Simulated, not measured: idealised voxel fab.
Process module heading - voxel transistor to metal
Square cells of 5 nm make up the cross-section cut, whose width is 265 nm.
Throughout this document, each cross-section is represented as a grid of square cells and is presented as a sequence of bands enumerated from the top downward, where a band comprises one or more rows of cells.
What a band's entry tells you: where the top is and where the bottom is, as heights in nm, and after that what lies inside, material by material from left to right, each with its width in nm. Empty space is written as the word "empty", and a single material marked with the word "throughout" occupies the band from edge to edge.
Heights from 0 (as-received wafer is one material below). Bottom band endless downward, as "0 -> down".
Note: "30->40" means the width goes from the first number (top row of the band) to the second number (bottom row) in equal steps per row of cells.
"no alterations made" means the step left every cell of the cross-section as it was.
Listed in "Unvented cavities": every empty space of 8 or more cells without an open way to the top. Form: width x height at distance, the distance being from the left edge, all in nm.
The remark found on a step's line after its settings is issued by the simulator itself and pertains to that step.
The optional step-line setting "overlay nm" applies to steps with a mask and quantifies how far to the right of its planned location the mask lay, a negative value indicating leftward placement.
Guide to the pairs. Each holds a before and an after cross-section around one process step; the after cross-section is cut off at the lowest band that changed. Look under the pair for the step between them and its settings. Pairs can come from different runs of this module on the same starting wafer, so a pair follows on from the one above it only where its entry headed "Cross-section, before" says it does.
**Cross-section, before**
    50 -> 30  resist: 25, empty: 15, resist: 55, empty: 15, resist: 40, empty: 15, resist: 55, empty: 15, resist: 30
    30 -> 20  SiO2: 25, empty: 15, SiO2: 55, empty: 15, SiO2: 40, empty: 15, SiO2: 55, empty: 15, SiO2: 30
    20 -> 5  SiO2: 25, empty: 15, SiO2: 10, SiN: 5, HfO2: 5, TiN: 5, W: 5, TiN: 5, HfO2: 5, SiN: 5, SiO2: 10, empty: 15, SiO2: 40, empty: 15, SiO2: 10, SiN: 5, HfO2: 5, TiN: 5, W: 5, TiN: 5, HfO2: 5, SiN: 5, SiO2: 10, empty: 15, SiO2: 30
    5 -> 0  SiO2: 10, SiN: 5, SiO2: 10, empty: 15, SiO2: 10, SiN: 5, HfO2: 5, TiN: 15, HfO2: 5, SiN: 5, SiO2: 10, empty: 15, SiO2: 10, SiN: 5, SiO2: 10, SiN: 5, SiO2: 10, empty: 15, SiO2: 10, SiN: 5, HfO2: 5, TiN: 15, HfO2: 5, SiN: 5, SiO2: 10, empty: 15, SiO2: 10, SiN: 5, SiO2: 15
    0 -> -5  SiO2: 15, nSi: 35, HfO2: 35, nSi: 35, SiO2: 20, nSi: 35, HfO2: 35, nSi: 35, SiO2: 20
    -5 -> -70  SiO2: 15, Si: 105, SiO2: 20, Si: 105, SiO2: 20
    -70 -> down  Si throughout
    Unvented cavities: none
**Structure After Step**
    30 -> 20  SiO2: 25, empty: 15, SiO2: 55, empty: 15, SiO2: 40, empty: 15, SiO2: 55, empty: 15, SiO2: 30
    All layers under 20 are left as they were.
    Unvented cavities: none
Between the two cross-sections you see above, the step is STRIP,etch materials resist
Cross-section, before: starting point is the after cross-section of the pair just above.
**Structure After Step**
    35 -> 30  TiN: 30, empty: 5, TiN: 65, empty: 5, TiN: 50, empty: 5, TiN: 65, empty: 5, TiN: 35
    30 -> 20  SiO2: 25, TiN: 5, empty: 5, TiN: 5, SiO2: 55, TiN: 5, empty: 5, TiN: 5, SiO2: 40, TiN: 5, empty: 5, TiN: 5, SiO2: 55, TiN: 5, empty: 5, TiN: 5, SiO2: 30
    20 -> 5  SiO2: 25, TiN: 5, empty: 5, TiN: 5, SiO2: 10, SiN: 5, HfO2: 5, TiN: 5, W: 5, TiN: 5, HfO2: 5, SiN: 5, SiO2: 10, TiN: 5, empty: 5, TiN: 5, SiO2: 40, TiN: 5, empty: 5, TiN: 5, SiO2: 10, SiN: 5, HfO2: 5, TiN: 5, W: 5, TiN: 5, HfO2: 5, SiN: 5, SiO2: 10, TiN: 5, empty: 5, TiN: 5, SiO2: 30
    5 -> 0  SiO2: 10, SiN: 5, SiO2: 10, TiN: 15, SiO2: 10, SiN: 5, HfO2: 5, TiN: 15, HfO2: 5, SiN: 5, SiO2: 10, TiN: 15, SiO2: 10, SiN: 5, SiO2: 10, SiN: 5, SiO2: 10, TiN: 15, SiO2: 10, SiN: 5, HfO2: 5, TiN: 15, HfO2: 5, SiN: 5, SiO2: 10, TiN: 15, SiO2: 10, SiN: 5, SiO2: 15
    All layers under 0 are left as they were.
    Unvented cavities: none
Between the two cross-sections you see above, the step is CONFORMAL_DEP,material TiN,thk nm 5
Cross-section, before: starting point is the after cross-section of the pair just above.
**Structure After Step**
    45 -> 35  Ru throughout
    35 -> 30  TiN: 30, Ru: 5, TiN: 65, Ru: 5, TiN: 50, Ru: 5, TiN: 65, Ru: 5, TiN: 35
    30 -> 20  SiO2: 25, TiN: 5, Ru: 5, TiN: 5, SiO2: 55, TiN: 5, Ru: 5, TiN: 5, SiO2: 40, TiN: 5, Ru: 5, TiN: 5, SiO2: 55, TiN: 5, Ru: 5, TiN: 5, SiO2: 30
    20 -> 5  SiO2: 25, TiN: 5, Ru: 5, TiN: 5, SiO2: 10, SiN: 5, HfO2: 5, TiN: 5, W: 5, TiN: 5, HfO2: 5, SiN: 5, SiO2: 10, TiN: 5, Ru: 5, TiN: 5, SiO2: 40, TiN: 5, Ru: 5, TiN: 5, SiO2: 10, SiN: 5, HfO2: 5, TiN: 5, W: 5, TiN: 5, HfO2: 5, SiN: 5, SiO2: 10, TiN: 5, Ru: 5, TiN: 5, SiO2: 30
    All layers under 5 are left as they were.
    Unvented cavities: none
Between the two cross-sections you see above, the step is FILL_DEP,material Ru,thk nm 10
Cross-section, before: starting point is the after cross-section of the pair just above.
**Structure After Step**
    30 -> 20  SiO2: 25, TiN: 5, Ru: 5, TiN: 5, SiO2: 55, TiN: 5, Ru: 5, TiN: 5, SiO2: 40, TiN: 5, Ru: 5, TiN: 5, SiO2: 55, TiN: 5, Ru: 5, TiN: 5, SiO2: 30
    All layers under 20 are left as they were.
    Unvented cavities: none
Between the two cross-sections you see above, the step is CMP,height nm 30
Cross-section, before: starting point is the after cross-section of the pair just above.
**Structure After Step**
    35 -> 30  SiN throughout
    All layers under 30 are left as they were.
    Unvented cavities: none
Between the two cross-sections you see above, the step is CONFORMAL_DEP,material SiN,thk nm 5
Cross-section, before: starting point is the after cross-section of the pair just above.
**Structure After Step**
    50 -> 35  lowk throughout
    All layers under 35 are left as they were.
    Unvented cavities: none
Between the two cross-sections you see above, the step is DIRECTIONAL_DEP,material lowk,thk nm 15
Cross-section, before: starting point is the after cross-section of the pair just above.
**Structure After Step**
    65 -> 50  resist: 25, empty: 15, resist: 55, empty: 15, resist: 40, empty: 15, resist: 55, empty: 15, resist: 30
    All layers under 50 are left as they were.
    Unvented cavities: none
Between the two cross-sections you see above, the step is PATTERN,tone open,mask id METAL_1,material resist,width nm 15,thk nm 15,overlay nm 0
Cross-section, before: starting point is the after cross-section of the pair just above.
**Structure After Step**
    65 -> 50  resist: 25, empty: 15, resist: 55, empty: 15, resist: 40, empty: 15, resist: 55, empty: 15, resist: 30
    50 -> 35  lowk: 25, empty: 15, lowk: 55, empty: 15, lowk: 40, empty: 15, lowk: 55, empty: 15, lowk: 30
    All layers under 35 are left as they were.
    Unvented cavities: none
Between the two cross-sections you see above, the step is DIRECTIONAL_ETCH,etch materials lowk,depth nm 15
Cross-section, before: starting point is the after cross-section of the pair just above.
**Structure After Step**
    65 -> 50  resist: 25, empty: 15, resist: 55, empty: 15, resist: 40, empty: 15, resist: 55, empty: 15, resist: 30
    50 -> 35  lowk: 25, empty: 15, lowk: 55, empty: 15, lowk: 40, empty: 15, lowk: 55, empty: 15, lowk: 30
    35 -> 30  SiN: 25, empty: 15, SiN: 55, empty: 15, SiN: 40, empty: 15, SiN: 55, empty: 15, SiN: 30
    All layers under 30 are left as they were.
    Unvented cavities: none
Between the two cross-sections you see above, the step is DIRECTIONAL_ETCH,etch materials SiN,depth nm 5
Cross-section, before: starting point is the after cross-section of the pair just above.
**Structure After Step**
    50 -> 35  lowk: 25, empty: 15, lowk: 55, empty: 15, lowk: 40, empty: 15, lowk: 55, empty: 15, lowk: 30
    All layers under 35 are left as they were.
    Unvented cavities: none
Between the two cross-sections you see above, the step is STRIP,etch materials resist
Cross-section, before: starting point is the after cross-section of the pair just above.
**Structure After Step**
    55 -> 50  TiN: 30, empty: 5, TiN: 65, empty: 5, TiN: 50, empty: 5, TiN: 65, empty: 5, TiN: 35
    50 -> 35  lowk: 25, TiN: 5, empty: 5, TiN: 5, lowk: 55, TiN: 5, empty: 5, TiN: 5, lowk: 40, TiN: 5, empty: 5, TiN: 5, lowk: 55, TiN: 5, empty: 5, TiN: 5, lowk: 30
    35 -> 30  SiN: 25, TiN: 15, SiN: 55, TiN: 15, SiN: 40, TiN: 15, SiN: 55, TiN: 15, SiN: 30
    All layers under 30 are left as they were.
    Unvented cavities: none
Between the two cross-sections you see above, the step is CONFORMAL_DEP,material TiN,thk nm 5
Cross-section, before: starting point is the after cross-section of the pair just above.
**Structure After Step**
    60 -> 55  Cu throughout
    55 -> 50  TiN: 30, Cu: 5, TiN: 65, Cu: 5, TiN: 50, Cu: 5, TiN: 65, Cu: 5, TiN: 35
    50 -> 35  lowk: 25, TiN: 5, Cu: 5, TiN: 5, lowk: 55, TiN: 5, Cu: 5, TiN: 5, lowk: 40, TiN: 5, Cu: 5, TiN: 5, lowk: 55, TiN: 5, Cu: 5, TiN: 5, lowk: 30
    All layers under 35 are left as they were.
    Unvented cavities: none
Between the two cross-sections you see above, the step is FILL_DEP,material Cu,thk nm 5
Cross-section, before: starting point is the after cross-section of the pair just above.
**Structure After Step**
    50 -> 35  lowk: 25, TiN: 5, Cu: 5, TiN: 5, lowk: 55, TiN: 5, Cu: 5, TiN: 5, lowk: 40, TiN: 5, Cu: 5, TiN: 5, lowk: 55, TiN: 5, Cu: 5, TiN: 5, lowk: 30
    All layers under 35 are left as they were.
    Unvented cavities: none
Between the two cross-sections you see above, the step is CMP,height nm 50
Cross-section, before: starting point is the after cross-section of the pair just above.
**Structure After Step**
    55 -> 50  empty: 20, Ru: 25, empty: 45, Ru: 25, empty: 30, Ru: 25, empty: 45, Ru: 25, empty: 25
    All layers under 50 are left as they were.
    Unvented cavities: none
Between the two cross-sections you see above, the step is EPI,material Ru,thk nm 5
Cross-section, before: starting point is the after cross-section of the pair just above.
**Structure After Step**
    60 -> 55  SiCN throughout
    55 -> 50  SiCN: 20, Ru: 25, SiCN: 45, Ru: 25, SiCN: 30, Ru: 25, SiCN: 45, Ru: 25, SiCN: 25
    All layers under 50 are left as they were.
    Unvented cavities: none
Between the two cross-sections you see above, the step is FILL_DEP,material SiCN,thk nm 5
**Cross-section, before**
    30 -> 20  SiO2: 25, TiN: 5, Ru: 5, TiN: 5, SiO2: 55, TiN: 5, Ru: 5, TiN: 5, SiO2: 40, TiN: 5, Ru: 5, TiN: 5, SiO2: 55, TiN: 5, Ru: 5, TiN: 5, SiO2: 30
    20 -> 5  SiO2: 25, TiN: 5, Ru: 5, TiN: 5, SiO2: 10, SiN: 5, HfO2: 5, TiN: 5, W: 5, TiN: 5, HfO2: 5, SiN: 5, SiO2: 10, TiN: 5, Ru: 5, TiN: 5, SiO2: 40, TiN: 5, Ru: 5, TiN: 5, SiO2: 10, SiN: 5, HfO2: 5, TiN: 5, W: 5, TiN: 5, HfO2: 5, SiN: 5, SiO2: 10, TiN: 5, Ru: 5, TiN: 5, SiO2: 30
    5 -> 0  SiO2: 10, SiN: 5, SiO2: 10, TiN: 15, SiO2: 10, SiN: 5, HfO2: 5, TiN: 15, HfO2: 5, SiN: 5, SiO2: 10, TiN: 15, SiO2: 10, SiN: 5, SiO2: 10, SiN: 5, SiO2: 10, TiN: 15, SiO2: 10, SiN: 5, HfO2: 5, TiN: 15, HfO2: 5, SiN: 5, SiO2: 10, TiN: 15, SiO2: 10, SiN: 5, SiO2: 15
    0 -> -5  SiO2: 15, nSi: 35, HfO2: 35, nSi: 35, SiO2: 20, nSi: 35, HfO2: 35, nSi: 35, SiO2: 20
    -5 -> -35  SiO2: 15, Si: 105, SiO2: 20, Si: 105, SiO2: 20
    -35 -> down  Si throughout
    Unvented cavities: none
**Structure After Step**
    45 -> 30  lowk throughout
    All layers under 30 are left as they were.
    Unvented cavities: none
Between the two cross-sections you see above, the step is DIRECTIONAL_DEP,material lowk,thk nm 15
Cross-section, before: starting point is the after cross-section of the pair just above.
**Structure After Step**
    50 -> 45  SiN throughout
    All layers under 45 are left as they were.
    Unvented cavities: none
Between the two cross-sections you see above, the step is CONFORMAL_DEP,material SiN,thk nm 5
Cross-section, before: starting point is the after cross-section of the pair just above.
**Structure After Step**
    65 -> 50  resist: 25, empty: 15, resist: 55, empty: 15, resist: 40, empty: 15, resist: 55, empty: 15, resist: 30
    All layers under 50 are left as they were.
    Unvented cavities: none
Between the two cross-sections you see above, the step is PATTERN,tone open,mask id METAL_1,material resist,width nm 15,thk nm 15,overlay nm 0
Cross-section, before: starting point is the after cross-section of the pair just above.
**Structure After Step**
    65 -> 50  resist: 25, empty: 15, resist: 55, empty: 15, resist: 40, empty: 15, resist: 55, empty: 15, resist: 30
    50 -> 45  SiN: 25, empty: 15, SiN: 55, empty: 15, SiN: 40, empty: 15, SiN: 55, empty: 15, SiN: 30
    All layers under 45 are left as they were.
    Unvented cavities: none
Between the two cross-sections you see above, the step is DIRECTIONAL_ETCH,etch materials SiN,depth nm 5
Cross-section, before: starting point is the after cross-section of the pair just above.
**Structure After Step**
    50 -> 45  SiN: 25, empty: 15, SiN: 55, empty: 15, SiN: 40, empty: 15, SiN: 55, empty: 15, SiN: 30
    All layers under 45 are left as they were.
    Unvented cavities: none
Between the two cross-sections you see above, the step is STRIP,etch materials resist
Cross-section, before: starting point is the after cross-section of the pair just above.
**Structure After Step**
    55 -> 50  TiN: 30, empty: 5, TiN: 65, empty: 5, TiN: 50, empty: 5, TiN: 65, empty: 5, TiN: 35
    50 -> 45  SiN: 25, TiN: 15, SiN: 55, TiN: 15, SiN: 40, TiN: 15, SiN: 55, TiN: 15, SiN: 30
    All layers under 45 are left as they were.
    Unvented cavities: none
Between the two cross-sections you see above, the step is CONFORMAL_DEP,material TiN,thk nm 5
Cross-section, before: starting point is the after cross-section of the pair just above.
**Structure After Step**
    60 -> 55  Cu throughout
    55 -> 50  TiN: 30, Cu: 5, TiN: 65, Cu: 5, TiN: 50, Cu: 5, TiN: 65, Cu: 5, TiN: 35
    All layers under 50 are left as they were.
    Unvented cavities: none
Between the two cross-sections you see above, the step is FILL_DEP,material Cu,thk nm 5
Cross-section, before: starting point is the after cross-section of the pair just above.
**Structure After Step**
    50 -> 45  SiN: 25, TiN: 15, SiN: 55, TiN: 15, SiN: 40, TiN: 15, SiN: 55, TiN: 15, SiN: 30
    All layers under 45 are left as they were.
    Unvented cavities: none
Between the two cross-sections you see above, the step is CMP,height nm 50
Cross-section, before: starting point is the after cross-section of the pair just above.
**Structure After Step**
    55 -> 50  empty: 20, Ru: 25, empty: 45, Ru: 25, empty: 30, Ru: 25, empty: 45, Ru: 25, empty: 25
    All layers under 50 are left as they were.
    Unvented cavities: none
Between the two cross-sections you see above, the step is EPI,material Ru,thk nm 5
Cross-section, before: starting point is the after cross-section of the pair just above.
**Structure After Step**
    60 -> 55  SiCN throughout
    55 -> 50  SiCN: 20, Ru: 25, SiCN: 45, Ru: 25, SiCN: 30, Ru: 25, SiCN: 45, Ru: 25, SiCN: 25
    All layers under 50 are left as they were.
    Unvented cavities: none
Between the two cross-sections you see above, the step is FILL_DEP,material SiCN,thk nm 5
**Cross-section, before**
    25 -> 15  empty: 15, aC: 105, empty: 20, aC: 105, empty: 20
    15 -> 5  empty: 15, SiN: 105, empty: 20, SiN: 105, empty: 20
    5 -> 0  empty: 15, SiO2: 105, empty: 20, SiO2: 105, empty: 20
    0 -> down  Si throughout
    Unvented cavities: none
**Structure After Step**
    25 -> 15  empty: 15, aC: 105, empty: 20, aC: 105, empty: 20
    15 -> 5  empty: 15, SiN: 105, empty: 20, SiN: 105, empty: 20
    5 -> 0  empty: 15, SiO2: 105, empty: 20, SiO2: 105, empty: 20
    0 -> -25  empty: 15, Si: 105, empty: 20, Si: 105, empty: 20
    All layers under -25 are left as they were.
    Unvented cavities: none
Between the two cross-sections you see above, the step is DIRECTIONAL_ETCH,etch materials Si,depth nm 25
Cross-section, before: starting point is the after cross-section of the pair just above.
**Structure After Step**
    15 -> 5  empty: 15, SiN: 105, empty: 20, SiN: 105, empty: 20
    All layers under 5 are left as they were.
    Unvented cavities: none
Between the two cross-sections you see above, the step is STRIP,etch materials aC
Cross-section, before: starting point is the after cross-section of the pair just above.
**Structure After Step**
    25 -> 15  SiO2 throughout
    15 -> 5  SiO2: 15, SiN: 105, SiO2: 20, SiN: 105, SiO2: 20
    5 -> 0  SiO2 throughout
    0 -> -25  SiO2: 15, Si: 105, SiO2: 20, Si: 105, SiO2: 20
    All layers under -25 are left as they were.
    Unvented cavities: none
Between the two cross-sections you see above, the step is FILL_DEP,material SiO2,thk nm 10
Cross-section, before: starting point is the after cross-section of the pair just above.
**Structure After Step**
    15 -> 5  SiO2: 15, SiN: 105, SiO2: 20, SiN: 105, SiO2: 20
    All layers under 5 are left as they were.
    Unvented cavities: none
Between the two cross-sections you see above, the step is CMP,height nm 15
Cross-section, before: starting point is the after cross-section of the pair just above.
**Structure After Step**
    15 -> 10  empty: 15, SiN: 105, empty: 20, SiN: 105, empty: 20
    All layers under 10 are left as they were.
    Unvented cavities: none
Between the two cross-sections you see above, the step is SELECTIVE_ETCH,etch materials SiO2,depth nm 5
Cross-section, before: starting point is the after cross-section of the pair just above.
**Structure After Step**
    10 -> 5  SiO2: 15, empty: 105, SiO2: 20, empty: 105, SiO2: 20
    All layers under 5 are left as they were.
    Unvented cavities: none
Between the two cross-sections you see above, the step is STRIP,etch materials SiN
Cross-section, before: starting point is the after cross-section of the pair just above.
**Structure After Step**
    5 -> 0  SiO2: 10, empty: 115, SiO2: 10, empty: 115, SiO2: 15
    All layers under 0 are left as they were.
    Unvented cavities: none
Between the two cross-sections you see above, the step is SELECTIVE_ETCH,etch materials SiO2,depth nm 5
Cross-section, before: starting point is the after cross-section of the pair just above.
**Structure After Step**
    5 -> 0  SiO2: 10, empty: 115, SiO2: 10, empty: 115, SiO2: 15
    0 -> -5  SiO2 throughout
    All layers under -5 are left as they were.
    Unvented cavities: none
Between the two cross-sections you see above, the step is OXIDIZE,depth nm 5
Cross-section, before: starting point is the after cross-section of the pair just above.
**Structure After Step**
    30 -> 25  polySi: 10, empty: 115, polySi: 10, empty: 115, polySi: 15
    25 -> 5  polySi throughout
    5 -> 0  SiO2: 10, polySi: 115, SiO2: 10, polySi: 115, SiO2: 15
    All layers under 0 are left as they were.
    Unvented cavities: none
Between the two cross-sections you see above, the step is DIRECTIONAL_DEP,material polySi,thk nm 25
Cross-section, before: starting point is the after cross-section of the pair just above.
**Structure After Step**
    45 -> 40  SiCN: 10, empty: 115, SiCN: 10, empty: 115, SiCN: 15
    40 -> 30  SiCN throughout
    30 -> 25  polySi: 10, SiCN: 115, polySi: 10, SiCN: 115, polySi: 15
    All layers under 25 are left as they were.
    Unvented cavities: none
Between the two cross-sections you see above, the step is DIRECTIONAL_DEP,material SiCN,thk nm 15
Cross-section, before: starting point is the after cross-section of the pair just above.
**Structure After Step**
    40 -> 30  empty: 55, SiCN: 25, empty: 100, SiCN: 25, empty: 60
    30 -> 25  polySi: 10, empty: 45, SiCN: 25, empty: 45, polySi: 10, empty: 45, SiCN: 25, empty: 45, polySi: 15
    All layers under 25 are left as they were.
    Unvented cavities: none
Between the two cross-sections you see above, the step is MASKED_ETCH,tone cover,mask id GATE,width nm 25,pitch nm 125,etch materials SiCN,depth nm 25,overlay nm 0
Cross-section, before: starting point is the after cross-section of the pair just above.
**Structure After Step**
    40 -> 25  empty: 55, SiCN: 25, empty: 100, SiCN: 25, empty: 60
    25 -> 5  empty: 55, polySi: 25, empty: 100, polySi: 25, empty: 60
    5 -> 0  SiO2: 10, empty: 45, polySi: 25, empty: 45, SiO2: 10, empty: 45, polySi: 25, empty: 45, SiO2: 15
    All layers under 0 are left as they were.
    Unvented cavities: none
Between the two cross-sections you see above, the step is MASKED_ETCH,tone cover,mask id GATE,width nm 25,pitch nm 125,etch materials polySi,depth nm 35,overlay nm 0
Cross-section, before: starting point is the after cross-section of the pair just above.
**Structure After Step**
    45 -> 40  empty: 50, SiN: 35, empty: 90, SiN: 35, empty: 55
    40 -> 25  empty: 50, SiN: 5, SiCN: 25, SiN: 5, empty: 90, SiN: 5, SiCN: 25, SiN: 5, empty: 55
    25 -> 10  empty: 50, SiN: 5, polySi: 25, SiN: 5, empty: 90, SiN: 5, polySi: 25, SiN: 5, empty: 55
    10 -> 5  SiN: 15, empty: 35, SiN: 5, polySi: 25, SiN: 5, empty: 35, SiN: 20, empty: 35, SiN: 5, polySi: 25, SiN: 5, empty: 35, SiN: 20
    5 -> 0  SiO2: 10, SiN: 45, polySi: 25, SiN: 45, SiO2: 10, SiN: 45, polySi: 25, SiN: 45, SiO2: 15
    All layers under 0 are left as they were.
    Unvented cavities: none
Between the two cross-sections you see above, the step is CONFORMAL_DEP,material SiN,thk nm 5
Cross-section, before: starting point is the after cross-section of the pair just above.
**Structure After Step**
    40 -> 25  empty: 50, SiN: 5, SiCN: 25, SiN: 5, empty: 90, SiN: 5, SiCN: 25, SiN: 5, empty: 55
    25 -> 5  empty: 50, SiN: 5, polySi: 25, SiN: 5, empty: 90, SiN: 5, polySi: 25, SiN: 5, empty: 55
    5 -> 0  SiO2: 10, SiN: 5, empty: 35, SiN: 5, polySi: 25, SiN: 5, empty: 35, SiN: 5, SiO2: 10, SiN: 5, empty: 35, SiN: 5, polySi: 25, SiN: 5, empty: 35, SiN: 5, SiO2: 15
    All layers under 0 are left as they were.
    Unvented cavities: none
Between the two cross-sections you see above, the step is DIRECTIONAL_ETCH,etch materials SiN,depth nm 5
Cross-section, before: starting point is the after cross-section of the pair just above.
**Structure After Step**
    40 -> 25  empty: 50, SiN: 5, SiCN: 25, SiN: 5, empty: 90, SiN: 5, SiCN: 25, SiN: 5, empty: 55
    25 -> 5  empty: 50, SiN: 5, polySi: 25, SiN: 5, empty: 90, SiN: 5, polySi: 25, SiN: 5, empty: 55
    5 -> 0  empty: 10, SiN: 5, empty: 35, SiN: 5, polySi: 25, SiN: 5, empty: 35, SiN: 5, empty: 10, SiN: 5, empty: 35, SiN: 5, polySi: 25, SiN: 5, empty: 35, SiN: 5, empty: 15
    0 -> -5  SiO2: 15, empty: 35, SiO2: 35, empty: 35, SiO2: 20, empty: 35, SiO2: 35, empty: 35, SiO2: 20
    All layers under -5 are left as they were.
    Unvented cavities: none
Between the two cross-sections you see above, the step is DIRECTIONAL_ETCH,etch materials SiO2,depth nm 5
Cross-section, before: starting point is the after cross-section of the pair just above.
**Structure After Step**
    40 -> 25  empty: 50, SiN: 5, SiCN: 25, SiN: 5, empty: 90, SiN: 5, SiCN: 25, SiN: 5, empty: 55
    25 -> 5  empty: 50, SiN: 5, polySi: 25, SiN: 5, empty: 90, SiN: 5, polySi: 25, SiN: 5, empty: 55
    5 -> 0  empty: 10, SiN: 5, empty: 35, SiN: 5, polySi: 25, SiN: 5, empty: 35, SiN: 5, empty: 10, SiN: 5, empty: 35, SiN: 5, polySi: 25, SiN: 5, empty: 35, SiN: 5, empty: 15
    0 -> -5  SiO2: 15, nSi: 35, SiO2: 35, nSi: 35, SiO2: 20, nSi: 35, SiO2: 35, nSi: 35, SiO2: 20
    All layers under -5 are left as they were.
    Unvented cavities: none
Between the two cross-sections you see above, the step is EPI,material nSi,thk nm 5
Cross-section, before: starting point is the after cross-section of the pair just above.
**Structure After Step**
    50 -> 40  SiO2 throughout
    40 -> 25  SiO2: 50, SiN: 5, SiCN: 25, SiN: 5, SiO2: 90, SiN: 5, SiCN: 25, SiN: 5, SiO2: 55
    25 -> 5  SiO2: 50, SiN: 5, polySi: 25, SiN: 5, SiO2: 90, SiN: 5, polySi: 25, SiN: 5, SiO2: 55
    5 -> 0  SiO2: 10, SiN: 5, SiO2: 35, SiN: 5, polySi: 25, SiN: 5, SiO2: 35, SiN: 5, SiO2: 10, SiN: 5, SiO2: 35, SiN: 5, polySi: 25, SiN: 5, SiO2: 35, SiN: 5, SiO2: 15
    All layers under 0 are left as they were.
    Unvented cavities: none
Between the two cross-sections you see above, the step is FILL_DEP,material SiO2,thk nm 10
Cross-section, before: starting point is the after cross-section of the pair just above.
**Structure After Step**
    25 -> 5  SiO2: 50, SiN: 5, polySi: 25, SiN: 5, SiO2: 90, SiN: 5, polySi: 25, SiN: 5, SiO2: 55
    All layers under 5 are left as they were.
    Unvented cavities: none
Between the two cross-sections you see above, the step is CMP,height nm 25
Cross-section, before: starting point is the after cross-section of the pair just above.
**Structure After Step**
    25 -> 5  SiO2: 50, SiN: 5, empty: 25, SiN: 5, SiO2: 90, SiN: 5, empty: 25, SiN: 5, SiO2: 55
    5 -> 0  SiO2: 10, SiN: 5, SiO2: 35, SiN: 5, empty: 25, SiN: 5, SiO2: 35, SiN: 5, SiO2: 10, SiN: 5, SiO2: 35, SiN: 5, empty: 25, SiN: 5, SiO2: 35, SiN: 5, SiO2: 15
    All layers under 0 are left as they were.
    Unvented cavities: none
Between the two cross-sections you see above, the step is STRIP,etch materials polySi
Cross-section, before: starting point is the after cross-section of the pair just above.
**Structure After Step**
    25 -> 20  empty: 50, SiN: 5, empty: 25, SiN: 5, empty: 90, SiN: 5, empty: 25, SiN: 5, empty: 55
    20 -> 5  SiO2: 50, SiN: 5, empty: 25, SiN: 5, SiO2: 90, SiN: 5, empty: 25, SiN: 5, SiO2: 55
    5 -> 0  SiO2: 10, SiN: 5, SiO2: 35, SiN: 5, empty: 25, SiN: 5, SiO2: 35, SiN: 5, SiO2: 10, SiN: 5, SiO2: 35, SiN: 5, empty: 25, SiN: 5, SiO2: 35, SiN: 5, SiO2: 15
    0 -> -5  SiO2: 15, nSi: 35, empty: 35, nSi: 35, SiO2: 20, nSi: 35, empty: 35, nSi: 35, SiO2: 20
    All layers under -5 are left as they were.
    Unvented cavities: none
Between the two cross-sections you see above, the step is SELECTIVE_ETCH,etch materials SiO2,depth nm 5
Cross-section, before: starting point is the after cross-section of the pair just above.
**Structure After Step**
    30 -> 25  empty: 45, HfO2: 15, empty: 15, HfO2: 15, empty: 80, HfO2: 15, empty: 15, HfO2: 15, empty: 50
    25 -> 20  HfO2: 50, SiN: 5, HfO2: 5, empty: 15, HfO2: 5, SiN: 5, HfO2: 90, SiN: 5, HfO2: 5, empty: 15, HfO2: 5, SiN: 5, HfO2: 55
    20 -> 5  SiO2: 50, SiN: 5, HfO2: 5, empty: 15, HfO2: 5, SiN: 5, SiO2: 90, SiN: 5, HfO2: 5, empty: 15, HfO2: 5, SiN: 5, SiO2: 55
    5 -> 0  SiO2: 10, SiN: 5, SiO2: 35, SiN: 5, HfO2: 5, empty: 15, HfO2: 5, SiN: 5, SiO2: 35, SiN: 5, SiO2: 10, SiN: 5, SiO2: 35, SiN: 5, HfO2: 5, empty: 15, HfO2: 5, SiN: 5, SiO2: 35, SiN: 5, SiO2: 15
    0 -> -5  SiO2: 15, nSi: 35, HfO2: 35, nSi: 35, SiO2: 20, nSi: 35, HfO2: 35, nSi: 35, SiO2: 20
    All layers under -5 are left as they were.
    Unvented cavities: none
Between the two cross-sections you see above, the step is CONFORMAL_DEP,material HfO2,thk nm 5
Cross-section, before: starting point is the after cross-section of the pair just above.
**Structure After Step**
    35 -> 30  empty: 40, TiN: 25, empty: 5, TiN: 25, empty: 70, TiN: 25, empty: 5, TiN: 25, empty: 45
    30 -> 25  TiN: 45, HfO2: 15, TiN: 5, empty: 5, TiN: 5, HfO2: 15, TiN: 80, HfO2: 15, TiN: 5, empty: 5, TiN: 5, HfO2: 15, TiN: 50
    25 -> 20  HfO2: 50, SiN: 5, HfO2: 5, TiN: 5, empty: 5, TiN: 5, HfO2: 5, SiN: 5, HfO2: 90, SiN: 5, HfO2: 5, TiN: 5, empty: 5, TiN: 5, HfO2: 5, SiN: 5, HfO2: 55
    20 -> 5  SiO2: 50, SiN: 5, HfO2: 5, TiN: 5, empty: 5, TiN: 5, HfO2: 5, SiN: 5, SiO2: 90, SiN: 5, HfO2: 5, TiN: 5, empty: 5, TiN: 5, HfO2: 5, SiN: 5, SiO2: 55
    5 -> 0  SiO2: 10, SiN: 5, SiO2: 35, SiN: 5, HfO2: 5, TiN: 15, HfO2: 5, SiN: 5, SiO2: 35, SiN: 5, SiO2: 10, SiN: 5, SiO2: 35, SiN: 5, HfO2: 5, TiN: 15, HfO2: 5, SiN: 5, SiO2: 35, SiN: 5, SiO2: 15
    All layers under 0 are left as they were.
    Unvented cavities: none
Between the two cross-sections you see above, the step is CONFORMAL_DEP,material TiN,thk nm 5
Cross-section, before: starting point is the after cross-section of the pair just above.
**Structure After Step**
    45 -> 35  W throughout
    35 -> 30  W: 40, TiN: 25, W: 5, TiN: 25, W: 70, TiN: 25, W: 5, TiN: 25, W: 45
    30 -> 25  TiN: 45, HfO2: 15, TiN: 5, W: 5, TiN: 5, HfO2: 15, TiN: 80, HfO2: 15, TiN: 5, W: 5, TiN: 5, HfO2: 15, TiN: 50
    25 -> 20  HfO2: 50, SiN: 5, HfO2: 5, TiN: 5, W: 5, TiN: 5, HfO2: 5, SiN: 5, HfO2: 90, SiN: 5, HfO2: 5, TiN: 5, W: 5, TiN: 5, HfO2: 5, SiN: 5, HfO2: 55
    20 -> 5  SiO2: 50, SiN: 5, HfO2: 5, TiN: 5, W: 5, TiN: 5, HfO2: 5, SiN: 5, SiO2: 90, SiN: 5, HfO2: 5, TiN: 5, W: 5, TiN: 5, HfO2: 5, SiN: 5, SiO2: 55
    All layers under 5 are left as they were.
    Unvented cavities: none
Between the two cross-sections you see above, the step is FILL_DEP,material W,thk nm 10
Cross-section, before: starting point is the after cross-section of the pair just above.
**Structure After Step**
    20 -> 5  SiO2: 50, SiN: 5, HfO2: 5, TiN: 5, W: 5, TiN: 5, HfO2: 5, SiN: 5, SiO2: 90, SiN: 5, HfO2: 5, TiN: 5, W: 5, TiN: 5, HfO2: 5, SiN: 5, SiO2: 55
    All layers under 5 are left as they were.
    Unvented cavities: none
Between the two cross-sections you see above, the step is CMP,height nm 20
